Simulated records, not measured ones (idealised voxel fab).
The process module presented herein is designated voxel released beams.
In the cross-section labelled cut, the width is 195 nm and each square cell is 5 nm.
In what follows, cross-sections appear as grids of square cells, described through bands that run from the top down, where every band is one or more rows of cells.
Heads up on the band format: heights come first, top then bottom, in nm. After that it's the materials left to right, each with its width in nm. A single material flagged "all across" fills the whole band edge to edge, and "air" means there's empty space there.
A quick word on heights: they are counted from 0, and under that level the wafer as it came to us is one material throughout. The lowest band is different from the rest in having no bottom; it simply continues downward, written as in "0..down".
Quick explanation for "30 to 40": the width changes in equal steps down the rows of cells, from the first number in the band's top row to the second number in its bottom row.
"no modifications" (step): cross-section cells unchanged, all of them.
"Enclosed void entries" - sealed voids, min. 8 cells, no opening to top; format: width x height at distance (distance from left edge; nm throughout).
after a step's settings: what the simulator itself notes on the step
The line of a step may include "overlay nm". On a step with a mask, this value is how far to the right of its planned place the mask lay. A negative value means the mask lay to the left.
## Process steps - plan
1: RECEIVE,material Si
2: CONFORMAL_DEP,material SiN,thk nm 10
3: DIRECTIONAL_DEP,material SiO2,thk nm 20
4: MASKED_ETCH,tone open,mask id ANCHOR,width nm 45,etch materials SiO2,depth nm 20,overlay nm 0
5: CONFORMAL_DEP,material TiN,thk nm 15
6: PATTERN,tone cover,mask id BEAM,material resist,width nm 125,thk nm 15,overlay nm 0
7: DIRECTIONAL_ETCH,etch materials TiN,depth nm 15
8: STRIP,etch materials resist
9: STRIP,etch materials SiO2
## First out of two wafers; run went to plan
## This is the cross-section of the wafer as we received it, i.e. after step 1
> 0..down  Si all across
> Enclosed void entries: none
## Step 2 complete: cross-section through the wafer
> 10..0  SiN all across
> Rest of section, below 0: as before.
## Step 3 complete: cross-section through the wafer
> 30..10  SiO2 all across
> Rest of section, below 10: as before.
## Step 4 complete: cross-section through the wafer
> 30..10  SiO2 35; air 45; SiO2 115
> Rest of section, below 10: as before.
## Step 5 complete: cross-section through the wafer
> 45..30  TiN 50; air 15; TiN 130
> 30..25  SiO2 35; TiN 15; air 15; TiN 15; SiO2 115
> 25..10  SiO2 35; TiN 45; SiO2 115
> Rest of section, below 10: as before.
## Step 6 complete: cross-section through the wafer
> 60..45  air 30; resist 125; air 40
> 45..30  TiN 50; resist 15; TiN 130
> 30..25  SiO2 35; TiN 15; resist 15; TiN 15; SiO2 115
> Rest of section, below 25: as before.
## Step 7 complete: cross-section through the wafer
> 60..45  air 30; resist 125; air 40
> 45..30  air 30; TiN 20; resist 15; TiN 90; air 40
> Rest of section, below 30: as before.
## Step 8 complete: cross-section through the wafer
> 45..30  air 30; TiN 20; air 15; TiN 90; air 40
> 30..25  SiO2 35; TiN 15; air 15; TiN 15; SiO2 115
> Rest of section, below 25: as before.
## Step 9 complete: cross-section through the wafer
> 45..30  air 30; TiN 20; air 15; TiN 90; air 40
> 30..25  air 35; TiN 15; air 15; TiN 15; air 115
> 25..10  air 35; TiN 45; air 115
> Rest of section, below 10: as before.
## The remaining wafer, second of the two, started like the first and was run to the same plan, except that one mistake was made along the way; the two coincide through step 1, inclusive
Cross-section of the second wafer when, according to plan, step 2 should have finished: no modifications
## Cross-section of the second wafer when, according to plan, step 3 should have finished
> 20..0  SiO2 all across
> Rest of section, below 0: as before.
## Cross-section of the second wafer when, according to plan, step 4 should have finished
> 20..0  SiO2 35; air 45; SiO2 115
> Rest of section, below 0: as before.
## Cross-section of the second wafer when, according to plan, step 5 should have finished
> 35..20  TiN 50; air 15; TiN 130
> 20..15  SiO2 35; TiN 15; air 15; TiN 15; SiO2 115
> 15..0  SiO2 35; TiN 45; SiO2 115
> Rest of section, below 0: as before.
## Cross-section of the second wafer when, according to plan, step 6 should have finished
> 50..35  air 30; resist 125; air 40
> 35..20  TiN 50; resist 15; TiN 130
> 20..15  SiO2 35; TiN 15; resist 15; TiN 15; SiO2 115
> Rest of section, below 15: as before.
## Cross-section of the second wafer when, according to plan, step 7 should have finished
> 50..35  air 30; resist 125; air 40
> 35..20  air 30; TiN 20; resist 15; TiN 90; air 40
> Rest of section, below 20: as before.
## Cross-section of the second wafer when, according to plan, step 8 should have finished
> 35..20  air 30; TiN 20; air 15; TiN 90; air 40
> 20..15  SiO2 35; TiN 15; air 15; TiN 15; SiO2 115
> Rest of section, below 15: as before.
## Cross-section of the second wafer when, according to plan, step 9 should have finished
> 35..20  air 30; TiN 20; air 15; TiN 90; air 40
> 20..15  air 35; TiN 15; air 15; TiN 15; air 115
> 15..0  air 35; TiN 45; air 115
> Rest of section, below 0: as before.
Here's what went sideways: no execution of plan step 2; skipped
At the finish, the second wafer shows more or fewer cells for some materials than the first does: 78 fewer of SiN
